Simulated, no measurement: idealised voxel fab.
The process module presented herein is designated voxel trench capacitor.
FYI the section here is cut, 160 nm wide, cells are 5 nm squares.
Format of a cross-section: grid, square cells. Given as bands. Order: top down. Band: one or more rows of cells. The entry gives the band's vertical extent as a top height and a bottom height in nm, then its horizontal make-up as materials from left to right, each with a width in nm. "air" stands for empty space; a single material marked "edge to edge" fills the band edge to edge. Basically, 0 is our baseline, since under it the wafer straight out of the box is all one material. The bottom band has no lower end and keeps on going down, so it looks like "z 0 and below". With a width like "30 to 40", each row of cells in the band differs from the next by the same amount, the top row carrying the first number and the bottom row the second. You'll sometimes find "no modification" written for a step, and that's the way of saying that nowhere in the cross-section did a cell change during that step. "Tabulated closed voids": empty spaces of 8 cells or more with no open way to the top, each given as width x height at distance, distance from the left edge, all in nm. On a step's line, text after the settings is the simulator commenting on that step. On any step carrying a mask, the "overlay nm" setting, if present on the step's line, tells how far right of its planned place the mask lay; negative values point to the left. Reading key. Pairs: pre-step and post-step cross-section, one process step apart; post-step view only to lowest changed band. Step between + settings: beneath pair. Runs: pairs may be from different runs of this module, same starting wafer. Continuation from pair above: only where "Status before step" entry says.
**Status before step**
    z 0 and below: Si edge to edge
    Tabulated closed voids: none
**Step Outcome**
    z 5 to 0: SiN edge to edge
    Heights below 0 show no change.
    Tabulated closed voids: none
Formally, the process step situated between the two cross-sections above is CONFORMAL_DEP,material SiN,thk nm 5
Status before step: The initial state for this step is given by the after cross-section of the immediately preceding pair.
**Step Outcome**
    z 20 to 5: aC edge to edge
    Heights below 5 show no change.
    Tabulated closed voids: none
Formally, the process step situated between the two cross-sections above is DIRECTIONAL_DEP,material aC,thk nm 15
Status before step: The initial state for this step is given by the after cross-section of the immediately preceding pair.
**Step Outcome**
    z 55 to 20: resist: 45, air: 25, resist: 20, air: 25, resist: 45
    Heights below 20 show no change.
    Tabulated closed voids: none
Formally, the process step situated between the two cross-sections above is PATTERN,tone open,mask id TRENCH,material resist,width nm 25,pitch nm 45,thk nm 35,overlay nm 0
Status before step: The initial state for this step is given by the after cross-section of the immediately preceding pair.
**Step Outcome**
    z 40 to 20: resist: 45, air: 25, resist: 20, air: 25, resist: 45
    z 20 to 5: aC: 45, air: 25, aC: 20, air: 25, aC: 45
    Heights below 5 show no change.
    Tabulated closed voids: none
Formally, the process step situated between the two cross-sections above is DIRECTIONAL_ETCH,etch materials aC,depth nm 15
Status before step: The initial state for this step is given by the after cross-section of the immediately preceding pair.
**Step Outcome**
    z 20 to 5: aC: 45, air: 25, aC: 20, air: 25, aC: 45
    Heights below 5 show no change.
    Tabulated closed voids: none
Formally, the process step situated between the two cross-sections above is STRIP,etch materials resist
Status before step: The initial state for this step is given by the after cross-section of the immediately preceding pair.
**Step Outcome**
    z 20 to 5: aC: 45, air: 25, aC: 20, air: 25, aC: 45
    z 5 to 0: SiN: 45, air: 25, SiN: 20, air: 25, SiN: 45
    Heights below 0 show no change.
    Tabulated closed voids: none
Formally, the process step situated between the two cross-sections above is DIRECTIONAL_ETCH,etch materials SiN,depth nm 5
Status before step: The initial state for this step is given by the after cross-section of the immediately preceding pair.
**Step Outcome**
    z 20 to 5: aC: 45, air: 25, aC: 20, air: 25, aC: 45
    z 5 to 0: SiN: 45, air: 25, SiN: 20, air: 25, SiN: 45
    z 0 to -30: Si: 45, air: 25, Si: 20, air: 25, Si: 45
    Heights below -30 show no change.
    Tabulated closed voids: none
Formally, the process step situated between the two cross-sections above is DIRECTIONAL_ETCH,etch materials Si,depth nm 30
Status before step: The initial state for this step is given by the after cross-section of the immediately preceding pair.
**Step Outcome**
    z 5 to 0: SiN: 45, air: 25, SiN: 20, air: 25, SiN: 45
    Heights below 0 show no change.
    Tabulated closed voids: none
Formally, the process step situated between the two cross-sections above is STRIP,etch materials aC
Status before step: The initial state for this step is given by the after cross-section of the immediately preceding pair.
**Step Outcome**
    z 10 to 5: Al2O3: 50, air: 15, Al2O3: 30, air: 15, Al2O3: 50
    z 5 to 0: SiN: 45, Al2O3: 5, air: 15, Al2O3: 5, SiN: 20, Al2O3: 5, air: 15, Al2O3: 5, SiN: 45
    z 0 to -25: Si: 45, Al2O3: 5, air: 15, Al2O3: 5, Si: 20, Al2O3: 5, air: 15, Al2O3: 5, Si: 45
    z -25 to -30: Si: 45, Al2O3: 25, Si: 20, Al2O3: 25, Si: 45
    Heights below -30 show no change.
    Tabulated closed voids: none
Formally, the process step situated between the two cross-sections above is CONFORMAL_DEP,material Al2O3,thk nm 5
Status before step: The initial state for this step is given by the after cross-section of the immediately preceding pair.
**Step Outcome**
    z 15 to 10: TiN: 55, air: 5, TiN: 40, air: 5, TiN: 55
    z 10 to 5: Al2O3: 50, TiN: 5, air: 5, TiN: 5, Al2O3: 30, TiN: 5, air: 5, TiN: 5, Al2O3: 50
    z 5 to 0: SiN: 45, Al2O3: 5, TiN: 5, air: 5, TiN: 5, Al2O3: 5, SiN: 20, Al2O3: 5, TiN: 5, air: 5, TiN: 5, Al2O3: 5, SiN: 45
    z 0 to -20: Si: 45, Al2O3: 5, TiN: 5, air: 5, TiN: 5, Al2O3: 5, Si: 20, Al2O3: 5, TiN: 5, air: 5, TiN: 5, Al2O3: 5, Si: 45
    z -20 to -25: Si: 45, Al2O3: 5, TiN: 15, Al2O3: 5, Si: 20, Al2O3: 5, TiN: 15, Al2O3: 5, Si: 45
    Heights below -25 show no change.
    Tabulated closed voids: none
Formally, the process step situated between the two cross-sections above is CONFORMAL_DEP,material TiN,thk nm 5
Status before step: The initial state for this step is given by the after cross-section of the immediately preceding pair.
**Step Outcome**
    z 25 to 15: W edge to edge
    z 15 to 10: TiN: 55, W: 5, TiN: 40, W: 5, TiN: 55
    z 10 to 5: Al2O3: 50, TiN: 5, W: 5, TiN: 5, Al2O3: 30, TiN: 5, W: 5, TiN: 5, Al2O3: 50
    z 5 to 0: SiN: 45, Al2O3: 5, TiN: 5, W: 5, TiN: 5, Al2O3: 5, SiN: 20, Al2O3: 5, TiN: 5, W: 5, TiN: 5, Al2O3: 5, SiN: 45
    z 0 to -20: Si: 45, Al2O3: 5, TiN: 5, W: 5, TiN: 5, Al2O3: 5, Si: 20, Al2O3: 5, TiN: 5, W: 5, TiN: 5, Al2O3: 5, Si: 45
    Heights below -20 show no change.
    Tabulated closed voids: none
Formally, the process step situated between the two cross-sections above is FILL_DEP,material W,thk nm 10
Status before step: The initial state for this step is given by the after cross-section of the immediately preceding pair.
**Step Outcome**
    z 5 to 0: SiN: 45, Al2O3: 5, TiN: 5, W: 5, TiN: 5, Al2O3: 5, SiN: 20, Al2O3: 5, TiN: 5, W: 5, TiN: 5, Al2O3: 5, SiN: 45
    Heights below 0 show no change.
    Tabulated closed voids: none
Formally, the process step situated between the two cross-sections above is CMP,height nm 5
**Status before step**
    z 5 to 0: SiN: 45, air: 25, SiN: 20, air: 25, SiN: 45
    z 0 to -30: Si: 45, air: 25, Si: 20, air: 25, Si: 45
    z -30 and below: Si edge to edge
    Tabulated closed voids: none
**Step Outcome**
    z 10 to 5: TiN: 50, air: 15, TiN: 30, air: 15, TiN: 50
    z 5 to 0: SiN: 45, TiN: 5, air: 15, TiN: 5, SiN: 20, TiN: 5, air: 15, TiN: 5, SiN: 45
    z 0 to -25: Si: 45, TiN: 5, air: 15, TiN: 5, Si: 20, TiN: 5, air: 15, TiN: 5, Si: 45
    z -25 to -30: Si: 45, TiN: 25, Si: 20, TiN: 25, Si: 45
    Heights below -30 show no change.
    Tabulated closed voids: none
Formally, the process step situated between the two cross-sections above is CONFORMAL_DEP,material TiN,thk nm 5
Status before step: The initial state for this step is given by the after cross-section of the immediately preceding pair.
**Step Outcome**
    z 20 to 10: W edge to edge
    z 10 to 5: TiN: 50, W: 15, TiN: 30, W: 15, TiN: 50
    z 5 to 0: SiN: 45, TiN: 5, W: 15, TiN: 5, SiN: 20, TiN: 5, W: 15, TiN: 5, SiN: 45
    z 0 to -25: Si: 45, TiN: 5, W: 15, TiN: 5, Si: 20, TiN: 5, W: 15, TiN: 5, Si: 45
    Heights below -25 show no change.
    Tabulated closed voids: none
Formally, the process step situated between the two cross-sections above is FILL_DEP,material W,thk nm 10
Status before step: The initial state for this step is given by the after cross-section of the immediately preceding pair.
**Step Outcome**
    z 5 to 0: SiN: 45, TiN: 5, W: 15, TiN: 5, SiN: 20, TiN: 5, W: 15, TiN: 5, SiN: 45
    Heights below 0 show no change.
    Tabulated closed voids: none
Formally, the process step situated between the two cross-sections above is CMP,height nm 5
**Status before step**
    z 20 to 5: aC: 45, air: 25, aC: 20, air: 25, aC: 45
    z 5 to 0: SiN: 45, air: 25, SiN: 20, air: 25, SiN: 45
    z 0 to -30: Si: 45, air: 25, Si: 20, air: 25, Si: 45
    z -30 and below: Si edge to edge
    Tabulated closed voids: none
**Step Outcome**
    z 20 to 5: aC: 45, air: 25, aC: 20, air: 25, aC: 45
    z 5 to 0: SiN: 45, air: 25, SiN: 20, air: 25, SiN: 45
    z 0 to -60: Si: 45, air: 25, Si: 20, air: 25, Si: 45
    Heights below -60 show no change.
    Tabulated closed voids: none
Formally, the process step situated between the two cross-sections above is DIRECTIONAL_ETCH,etch materials Si,depth nm 30
Status before step: The initial state for this step is given by the after cross-section of the immediately preceding pair.
**Step Outcome**
    z 5 to 0: SiN: 45, air: 25, SiN: 20, air: 25, SiN: 45
    Heights below 0 show no change.
    Tabulated closed voids: none
Formally, the process step situated between the two cross-sections above is STRIP,etch materials aC
Status before step: The initial state for this step is given by the after cross-section of the immediately preceding pair.
**Step Outcome**
    z 10 to 5: Al2O3: 50, air: 15, Al2O3: 30, air: 15, Al2O3: 50
    z 5 to 0: SiN: 45, Al2O3: 5, air: 15, Al2O3: 5, SiN: 20, Al2O3: 5, air: 15, Al2O3: 5, SiN: 45
    z 0 to -55: Si: 45, Al2O3: 5, air: 15, Al2O3: 5, Si: 20, Al2O3: 5, air: 15, Al2O3: 5, Si: 45
    z -55 to -60: Si: 45, Al2O3: 25, Si: 20, Al2O3: 25, Si: 45
    Heights below -60 show no change.
    Tabulated closed voids: none
Formally, the process step situated between the two cross-sections above is CONFORMAL_DEP,material Al2O3,thk nm 5
Status before step: The initial state for this step is given by the after cross-section of the immediately preceding pair.
**Step Outcome**
    z 15 to 10: TiN: 55, air: 5, TiN: 40, air: 5, TiN: 55
    z 10 to 5: Al2O3: 50, TiN: 5, air: 5, TiN: 5, Al2O3: 30, TiN: 5, air: 5, TiN: 5, Al2O3: 50
    z 5 to 0: SiN: 45, Al2O3: 5, TiN: 5, air: 5, TiN: 5, Al2O3: 5, SiN: 20, Al2O3: 5, TiN: 5, air: 5, TiN: 5, Al2O3: 5, SiN: 45
    z 0 to -50: Si: 45, Al2O3: 5, TiN: 5, air: 5, TiN: 5, Al2O3: 5, Si: 20, Al2O3: 5, TiN: 5, air: 5, TiN: 5, Al2O3: 5, Si: 45
    z -50 to -55: Si: 45, Al2O3: 5, TiN: 15, Al2O3: 5, Si: 20, Al2O3: 5, TiN: 15, Al2O3: 5, Si: 45
    Heights below -55 show no change.
    Tabulated closed voids: none
Formally, the process step situated between the two cross-sections above is CONFORMAL_DEP,material TiN,thk nm 5
Status before step: The initial state for this step is given by the after cross-section of the immediately preceding pair.
**Step Outcome**
    z 25 to 15: W edge to edge
    z 15 to 10: TiN: 55, W: 5, TiN: 40, W: 5, TiN: 55
    z 10 to 5: Al2O3: 50, TiN: 5, W: 5, TiN: 5, Al2O3: 30, TiN: 5, W: 5, TiN: 5, Al2O3: 50
    z 5 to 0: SiN: 45, Al2O3: 5, TiN: 5, W: 5, TiN: 5, Al2O3: 5, SiN: 20, Al2O3: 5, TiN: 5, W: 5, TiN: 5, Al2O3: 5, SiN: 45
    z 0 to -50: Si: 45, Al2O3: 5, TiN: 5, W: 5, TiN: 5, Al2O3: 5, Si: 20, Al2O3: 5, TiN: 5, W: 5, TiN: 5, Al2O3: 5, Si: 45
    Heights below -50 show no change.
    Tabulated closed voids: none
Formally, the process step situated between the two cross-sections above is FILL_DEP,material W,thk nm 10
Status before step: The initial state for this step is given by the after cross-section of the immediately preceding pair.
**Step Outcome**
    z 5 to 0: SiN: 45, Al2O3: 5, TiN: 5, W: 5, TiN: 5, Al2O3: 5, SiN: 20, Al2O3: 5, TiN: 5, W: 5, TiN: 5, Al2O3: 5, SiN: 45
    Heights below 0 show no change.
    Tabulated closed voids: none
Formally, the process step situated between the two cross-sections above is CMP,height nm 5
**Status before step**
    z 10 to 5: TiN: 50, air: 15, TiN: 30, air: 15, TiN: 50
    z 5 to 0: SiN: 45, TiN: 5, air: 15, TiN: 5, SiN: 20, TiN: 5, air: 15, TiN: 5, SiN: 45
    z 0 to -25: Si: 45, TiN: 5, air: 15, TiN: 5, Si: 20, TiN: 5, air: 15, TiN: 5, Si: 45
    z -25 to -30: Si: 45, TiN: 25, Si: 20, TiN: 25, Si: 45
    z -30 and below: Si edge to edge
    Tabulated closed voids: none
**Step Outcome**
    z 15 to 10: Al2O3: 55, air: 5, Al2O3: 40, air: 5, Al2O3: 55
    z 10 to 5: TiN: 50, Al2O3: 5, air: 5, Al2O3: 5, TiN: 30, Al2O3: 5, air: 5, Al2O3: 5, TiN: 50
    z 5 to 0: SiN: 45, TiN: 5, Al2O3: 5, air: 5, Al2O3: 5, TiN: 5, SiN: 20, TiN: 5, Al2O3: 5, air: 5, Al2O3: 5, TiN: 5, SiN: 45
    z 0 to -20: Si: 45, TiN: 5, Al2O3: 5, air: 5, Al2O3: 5, TiN: 5, Si: 20, TiN: 5, Al2O3: 5, air: 5, Al2O3: 5, TiN: 5, Si: 45
    z -20 to -25: Si: 45, TiN: 5, Al2O3: 15, TiN: 5, Si: 20, TiN: 5, Al2O3: 15, TiN: 5, Si: 45
    Heights below -25 show no change.
    Tabulated closed voids: none
Formally, the process step situated between the two cross-sections above is CONFORMAL_DEP,material Al2O3,thk nm 5
Status before step: The initial state for this step is given by the after cross-section of the immediately preceding pair.
**Step Outcome**
    z 25 to 15: W edge to edge
    z 15 to 10: Al2O3: 55, W: 5, Al2O3: 40, W: 5, Al2O3: 55
    z 10 to 5: TiN: 50, Al2O3: 5, W: 5, Al2O3: 5, TiN: 30, Al2O3: 5, W: 5, Al2O3: 5, TiN: 50
    z 5 to 0: SiN: 45, TiN: 5, Al2O3: 5, W: 5, Al2O3: 5, TiN: 5, SiN: 20, TiN: 5, Al2O3: 5, W: 5, Al2O3: 5, TiN: 5, SiN: 45
    z 0 to -20: Si: 45, TiN: 5, Al2O3: 5, W: 5, Al2O3: 5, TiN: 5, Si: 20, TiN: 5, Al2O3: 5, W: 5, Al2O3: 5, TiN: 5, Si: 45
    Heights below -20 show no change.
    Tabulated closed voids: none
Formally, the process step situated between the two cross-sections above is FILL_DEP,material W,thk nm 10
Status before step: The initial state for this step is given by the after cross-section of the immediately preceding pair.
**Step Outcome**
    z 5 to 0: SiN: 45, TiN: 5, Al2O3: 5, W: 5, Al2O3: 5, TiN: 5, SiN: 20, TiN: 5, Al2O3: 5, W: 5, Al2O3: 5, TiN: 5, SiN: 45
    Heights below 0 show no change.
    Tabulated closed voids: none
Formally, the process step situated between the two cross-sections above is CMP,height nm 5
**Status before step**
    z 20 to 5: aC: 45, air: 25, aC: 20, air: 25, aC: 45
    z 5 to 0: SiN: 45, air: 25, SiN: 20, air: 25, SiN: 45
    z 0 and below: Si edge to edge
    Tabulated closed voids: none
**Step Outcome**
    z 20 to 5: aC: 45, air: 25, aC: 20, air: 25, aC: 45
    z 5 to 0: SiN: 45, air: 25, SiN: 20, air: 25, SiN: 45
    z 0 to -40: Si: 45, air: 25, Si: 20, air: 25, Si: 45
    Heights below -40 show no change.
    Tabulated closed voids: none
Formally, the process step situated between the two cross-sections above is DIRECTIONAL_ETCH,etch materials Si,depth nm 40
Status before step: The initial state for this step is given by the after cross-section of the immediately preceding pair.
**Step Outcome**
    z 5 to 0: SiN: 45, air: 25, SiN: 20, air: 25, SiN: 45
    Heights below 0 show no change.
    Tabulated closed voids: none
Formally, the process step situated between the two cross-sections above is STRIP,etch materials aC
Status before step: The initial state for this step is given by the after cross-section of the immediately preceding pair.
**Step Outcome**
    z 10 to 5: Al2O3: 50, air: 15, Al2O3: 30, air: 15, Al2O3: 50
    z 5 to 0: SiN: 45, Al2O3: 5, air: 15, Al2O3: 5, SiN: 20, Al2O3: 5, air: 15, Al2O3: 5, SiN: 45
    z 0 to -35: Si: 45, Al2O3: 5, air: 15, Al2O3: 5, Si: 20, Al2O3: 5, air: 15, Al2O3: 5, Si: 45
    z -35 to -40: Si: 45, Al2O3: 25, Si: 20, Al2O3: 25, Si: 45
    Heights below -40 show no change.
    Tabulated closed voids: none
Formally, the process step situated between the two cross-sections above is CONFORMAL_DEP,material Al2O3,thk nm 5
Status before step: The initial state for this step is given by the after cross-section of the immediately preceding pair.
**Step Outcome**
    z 15 to 10: TiN: 55, air: 5, TiN: 40, air: 5, TiN: 55
    z 10 to 5: Al2O3: 50, TiN: 5, air: 5, TiN: 5, Al2O3: 30, TiN: 5, air: 5, TiN: 5, Al2O3: 50
    z 5 to 0: SiN: 45, Al2O3: 5, TiN: 5, air: 5, TiN: 5, Al2O3: 5, SiN: 20, Al2O3: 5, TiN: 5, air: 5, TiN: 5, Al2O3: 5, SiN: 45
    z 0 to -30: Si: 45, Al2O3: 5, TiN: 5, air: 5, TiN: 5, Al2O3: 5, Si: 20, Al2O3: 5, TiN: 5, air: 5, TiN: 5, Al2O3: 5, Si: 45
    z -30 to -35: Si: 45, Al2O3: 5, TiN: 15, Al2O3: 5, Si: 20, Al2O3: 5, TiN: 15, Al2O3: 5, Si: 45
    Heights below -35 show no change.
    Tabulated closed voids: none
Formally, the process step situated between the two cross-sections above is CONFORMAL_DEP,material TiN,thk nm 5
Status before step: The initial state for this step is given by the after cross-section of the immediately preceding pair.
**Step Outcome**
    z 25 to 15: W edge to edge
    z 15 to 10: TiN: 55, W: 5, TiN: 40, W: 5, TiN: 55
    z 10 to 5: Al2O3: 50, TiN: 5, W: 5, TiN: 5, Al2O3: 30, TiN: 5, W: 5, TiN: 5, Al2O3: 50
    z 5 to 0: SiN: 45, Al2O3: 5, TiN: 5, W: 5, TiN: 5, Al2O3: 5, SiN: 20, Al2O3: 5, TiN: 5, W: 5, TiN: 5, Al2O3: 5, SiN: 45
    z 0 to -30: Si: 45, Al2O3: 5, TiN: 5, W: 5, TiN: 5, Al2O3: 5, Si: 20, Al2O3: 5, TiN: 5, W: 5, TiN: 5, Al2O3: 5, Si: 45
    Heights below -30 show no change.
    Tabulated closed voids: none
Formally, the process step situated between the two cross-sections above is FILL_DEP,material W,thk nm 10
Status before step: The initial state for this step is given by the after cross-section of the immediately preceding pair.
**Step Outcome**
    z 5 to 0: SiN: 45, Al2O3: 5, TiN: 5, W: 5, TiN: 5, Al2O3: 5, SiN: 20, Al2O3: 5, TiN: 5, W: 5, TiN: 5, Al2O3: 5, SiN: 45
    Heights below 0 show no change.
    Tabulated closed voids: none
Formally, the process step situated between the two cross-sections above is CMP,height nm 5
**Status before step**
    z 20 to 5: aC edge to edge
    z 5 to 0: SiN edge to edge
    z 0 and below: Si edge to edge
    Tabulated closed voids: none
**Step Outcome**
    z 55 to 20: resist: 50, air: 15, resist: 30, air: 15, resist: 50
    Heights below 20 show no change.
    Tabulated closed voids: none
Formally, the process step situated between the two cross-sections above is PATTERN,tone open,mask id TRENCH,material resist,width nm 15,pitch nm 45,thk nm 35,overlay nm 0
Status before step: The initial state for this step is given by the after cross-section of the immediately preceding pair.
**Step Outcome**
    z 40 to 20: resist: 50, air: 15, resist: 30, air: 15, resist: 50
    z 20 to 5: aC: 50, air: 15, aC: 30, air: 15, aC: 50
    Heights below 5 show no change.
    Tabulated closed voids: none
Formally, the process step situated between the two cross-sections above is DIRECTIONAL_ETCH,etch materials aC,depth nm 15
Status before step: The initial state for this step is given by the after cross-section of the immediately preceding pair.
**Step Outcome**
    z 20 to 5: aC: 50, air: 15, aC: 30, air: 15, aC: 50
    Heights below 5 show no change.
    Tabulated closed voids: none
Formally, the process step situated between the two cross-sections above is STRIP,etch materials resist
Status before step: The initial state for this step is given by the after cross-section of the immediately preceding pair.
**Step Outcome**
    z 20 to 5: aC: 50, air: 15, aC: 30, air: 15, aC: 50
    z 5 to 0: SiN: 50, air: 15, SiN: 30, air: 15, SiN: 50
    Heights below 0 show no change.
    Tabulated closed voids: none
Formally, the process step situated between the two cross-sections above is DIRECTIONAL_ETCH,etch materials SiN,depth nm 5
Status before step: The initial state for this step is given by the after cross-section of the immediately preceding pair.
**Step Outcome**
    z 20 to 5: aC: 50, air: 15, aC: 30, air: 15, aC: 50
    z 5 to 0: SiN: 50, air: 15, SiN: 30, air: 15, SiN: 50
    z 0 to -30: Si: 50, air: 15, Si: 30, air: 15, Si: 50
    Heights below -30 show no change.
    Tabulated closed voids: none
Formally, the process step situated between the two cross-sections above is DIRECTIONAL_ETCH,etch materials Si,depth nm 30
Status before step: The initial state for this step is given by the after cross-section of the immediately preceding pair.
**Step Outcome**
    z 5 to 0: SiN: 50, air: 15, SiN: 30, air: 15, SiN: 50
    Heights below 0 show no change.
    Tabulated closed voids: none
Formally, the process step situated between the two cross-sections above is STRIP,etch materials aC
Status before step: The initial state for this step is given by the after cross-section of the immediately preceding pair.
**Step Outcome**
    z 10 to 5: Al2O3: 55, air: 5, Al2O3: 40, air: 5, Al2O3: 55
    z 5 to 0: SiN: 50, Al2O3: 5, air: 5, Al2O3: 5, SiN: 30, Al2O3: 5, air: 5, Al2O3: 5, SiN: 50
    z 0 to -25: Si: 50, Al2O3: 5, air: 5, Al2O3: 5, Si: 30, Al2O3: 5, air: 5, Al2O3: 5, Si: 50
    z -25 to -30: Si: 50, Al2O3: 15, Si: 30, Al2O3: 15, Si: 50
    Heights below -30 show no change.
    Tabulated closed voids: none
Formally, the process step situated between the two cross-sections above is CONFORMAL_DEP,material Al2O3,thk nm 5
Status before step: The initial state for this step is given by the after cross-section of the immediately preceding pair.
**Step Outcome**
    z 15 to 10: TiN edge to edge
    z 10 to 5: Al2O3: 55, TiN: 5, Al2O3: 40, TiN: 5, Al2O3: 55
    z 5 to 0: SiN: 50, Al2O3: 5, TiN: 5, Al2O3: 5, SiN: 30, Al2O3: 5, TiN: 5, Al2O3: 5, SiN: 50
    z 0 to -25: Si: 50, Al2O3: 5, TiN: 5, Al2O3: 5, Si: 30, Al2O3: 5, TiN: 5, Al2O3: 5, Si: 50
    Heights below -25 show no change.
    Tabulated closed voids: none
Formally, the process step situated between the two cross-sections above is CONFORMAL_DEP,material TiN,thk nm 5
Status before step: The initial state for this step is given by the after cross-section of the immediately preceding pair.
**Step Outcome**
    z 25 to 15: W edge to edge
    Heights below 15 show no change.
    Tabulated closed voids: none
Formally, the process step situated between the two cross-sections above is FILL_DEP,material W,thk nm 10
Status before step: The initial state for this step is given by the after cross-section of the immediately preceding pair.
**Step Outcome**
    z 5 to 0: SiN: 50, Al2O3: 5, TiN: 5, Al2O3: 5, SiN: 30, Al2O3: 5, TiN: 5, Al2O3: 5, SiN: 50
    Heights below 0 show no change.
    Tabulated closed voids: none
Formally, the process step situated between the two cross-sections above is CMP,height nm 5
**Status before step**
    z 20 to 5: aC edge to edge
    z 5 to 0: SiN edge to edge
    z 0 and below: Si edge to edge
    Tabulated closed voids: none
**Step Outcome**
    z 55 to 20: resist: 40, air: 25, resist: 20, air: 25, resist: 50
    Heights below 20 show no change.
    Tabulated closed voids: none
Formally, the process step situated between the two cross-sections above is PATTERN,tone open,mask id TRENCH,material resist,width nm 25,pitch nm 45,thk nm 35,overlay nm -5
Status before step: The initial state for this step is given by the after cross-section of the immediately preceding pair.
**Step Outcome**
    z 40 to 20: resist: 40, air: 25, resist: 20, air: 25, resist: 50
    z 20 to 5: aC: 40, air: 25, aC: 20, air: 25, aC: 50
    Heights below 5 show no change.
    Tabulated closed voids: none
Formally, the process step situated between the two cross-sections above is DIRECTIONAL_ETCH,etch materials aC,depth nm 15
Status before step: The initial state for this step is given by the after cross-section of the immediately preceding pair.
**Step Outcome**
    z 20 to 5: aC: 40, air: 25, aC: 20, air: 25, aC: 50
    Heights below 5 show no change.
    Tabulated closed voids: none
Formally, the process step situated between the two cross-sections above is STRIP,etch materials resist
Status before step: The initial state for this step is given by the after cross-section of the immediately preceding pair.
**Step Outcome**
    z 20 to 5: aC: 40, air: 25, aC: 20, air: 25, aC: 50
    z 5 to 0: SiN: 40, air: 25, SiN: 20, air: 25, SiN: 50
    Heights below 0 show no change.
    Tabulated closed voids: none
Formally, the process step situated between the two cross-sections above is DIRECTIONAL_ETCH,etch materials SiN,depth nm 5
Status before step: The initial state for this step is given by the after cross-section of the immediately preceding pair.
**Step Outcome**
    z 20 to 5: aC: 40, air: 25, aC: 20, air: 25, aC: 50
    z 5 to 0: SiN: 40, air: 25, SiN: 20, air: 25, SiN: 50
    z 0 to -30: Si: 40, air: 25, Si: 20, air: 25, Si: 50
    Heights below -30 show no change.
    Tabulated closed voids: none
Formally, the process step situated between the two cross-sections above is DIRECTIONAL_ETCH,etch materials Si,depth nm 30
Status before step: The initial state for this step is given by the after cross-section of the immediately preceding pair.
**Step Outcome**
    z 5 to 0: SiN: 40, air: 25, SiN: 20, air: 25, SiN: 50
    Heights below 0 show no change.
    Tabulated closed voids: none
Formally, the process step situated between the two cross-sections above is STRIP,etch materials aC
Status before step: The initial state for this step is given by the after cross-section of the immediately preceding pair.
**Step Outcome**
    z 10 to 5: Al2O3: 45, air: 15, Al2O3: 30, air: 15, Al2O3: 55
    z 5 to 0: SiN: 40, Al2O3: 5, air: 15, Al2O3: 5, SiN: 20, Al2O3: 5, air: 15, Al2O3: 5, SiN: 50
    z 0 to -25: Si: 40, Al2O3: 5, air: 15, Al2O3: 5, Si: 20, Al2O3: 5, air: 15, Al2O3: 5, Si: 50
    z -25 to -30: Si: 40, Al2O3: 25, Si: 20, Al2O3: 25, Si: 50
    Heights below -30 show no change.
    Tabulated closed voids: none
Formally, the process step situated between the two cross-sections above is CONFORMAL_DEP,material Al2O3,thk nm 5
Status before step: The initial state for this step is given by the after cross-section of the immediately preceding pair.
**Step Outcome**
    z 15 to 10: TiN: 50, air: 5, TiN: 40, air: 5, TiN: 60
    z 10 to 5: Al2O3: 45, TiN: 5, air: 5, TiN: 5, Al2O3: 30, TiN: 5, air: 5, TiN: 5, Al2O3: 55
    z 5 to 0: SiN: 40, Al2O3: 5, TiN: 5, air: 5, TiN: 5, Al2O3: 5, SiN: 20, Al2O3: 5, TiN: 5, air: 5, TiN: 5, Al2O3: 5, SiN: 50
    z 0 to -20: Si: 40, Al2O3: 5, TiN: 5, air: 5, TiN: 5, Al2O3: 5, Si: 20, Al2O3: 5, TiN: 5, air: 5, TiN: 5, Al2O3: 5, Si: 50
    z -20 to -25: Si: 40, Al2O3: 5, TiN: 15, Al2O3: 5, Si: 20, Al2O3: 5, TiN: 15, Al2O3: 5, Si: 50
    Heights below -25 show no change.
    Tabulated closed voids: none
Formally, the process step situated between the two cross-sections above is CONFORMAL_DEP,material TiN,thk nm 5
Status before step: The initial state for this step is given by the after cross-section of the immediately preceding pair.
**Step Outcome**
    z 25 to 15: W edge to edge
    z 15 to 10: TiN: 50, W: 5, TiN: 40, W: 5, TiN: 60
    z 10 to 5: Al2O3: 45, TiN: 5, W: 5, TiN: 5, Al2O3: 30, TiN: 5, W: 5, TiN: 5, Al2O3: 55
    z 5 to 0: SiN: 40, Al2O3: 5, TiN: 5, W: 5, TiN: 5, Al2O3: 5, SiN: 20, Al2O3: 5, TiN: 5, W: 5, TiN: 5, Al2O3: 5, SiN: 50
    z 0 to -20: Si: 40, Al2O3: 5, TiN: 5, W: 5, TiN: 5, Al2O3: 5, Si: 20, Al2O3: 5, TiN: 5, W: 5, TiN: 5, Al2O3: 5, Si: 50
    Heights below -20 show no change.
    Tabulated closed voids: none
Formally, the process step situated between the two cross-sections above is FILL_DEP,material W,thk nm 10
Status before step: The initial state for this step is given by the after cross-section of the immediately preceding pair.
**Step Outcome**
    z 5 to 0: SiN: 40, Al2O3: 5, TiN: 5, W: 5, TiN: 5, Al2O3: 5, SiN: 20, Al2O3: 5, TiN: 5, W: 5, TiN: 5, Al2O3: 5, SiN: 50
    Heights below 0 show no change.
    Tabulated closed voids: none
Formally, the process step situated between the two cross-sections above is CMP,height nm 5
**Status before step**
    z 15 to 10: TiN: 55, air: 5, TiN: 40, air: 5, TiN: 55
    z 10 to 5: Al2O3: 50, TiN: 5, air: 5, TiN: 5, Al2O3: 30, TiN: 5, air: 5, TiN: 5, Al2O3: 50
    z 5 to 0: SiN: 45, Al2O3: 5, TiN: 5, air: 5, TiN: 5, Al2O3: 5, SiN: 20, Al2O3: 5, TiN: 5, air: 5, TiN: 5, Al2O3: 5, SiN: 45
    z 0 to -20: Si: 45, Al2O3: 5, TiN: 5, air: 5, TiN: 5, Al2O3: 5, Si: 20, Al2O3: 5, TiN: 5, air: 5, TiN: 5, Al2O3: 5, Si: 45
    z -20 to -25: Si: 45, Al2O3: 5, TiN: 15, Al2O3: 5, Si: 20, Al2O3: 5, TiN: 15, Al2O3: 5, Si: 45
    z -25 to -30: Si: 45, Al2O3: 25, Si: 20, Al2O3: 25, Si: 45
    z -30 and below: Si edge to edge
    Tabulated closed voids: none
**Step Outcome**
    z 25 to 15: SiN edge to edge
    z 15 to 10: TiN: 55, SiN: 5, TiN: 40, SiN: 5, TiN: 55
    z 10 to 5: Al2O3: 50, TiN: 5, SiN: 5, TiN: 5, Al2O3: 30, TiN: 5, SiN: 5, TiN: 5, Al2O3: 50
    z 5 to 0: SiN: 45, Al2O3: 5, TiN: 5, SiN: 5, TiN: 5, Al2O3: 5, SiN: 20, Al2O3: 5, TiN: 5, SiN: 5, TiN: 5, Al2O3: 5, SiN: 45
    z 0 to -20: Si: 45, Al2O3: 5, TiN: 5, SiN: 5, TiN: 5, Al2O3: 5, Si: 20, Al2O3: 5, TiN: 5, SiN: 5, TiN: 5, Al2O3: 5, Si: 45
    Heights below -20 show no change.
    Tabulated closed voids: none
Formally, the process step situated between the two cross-sections above is FILL_DEP,material SiN,thk nm 10
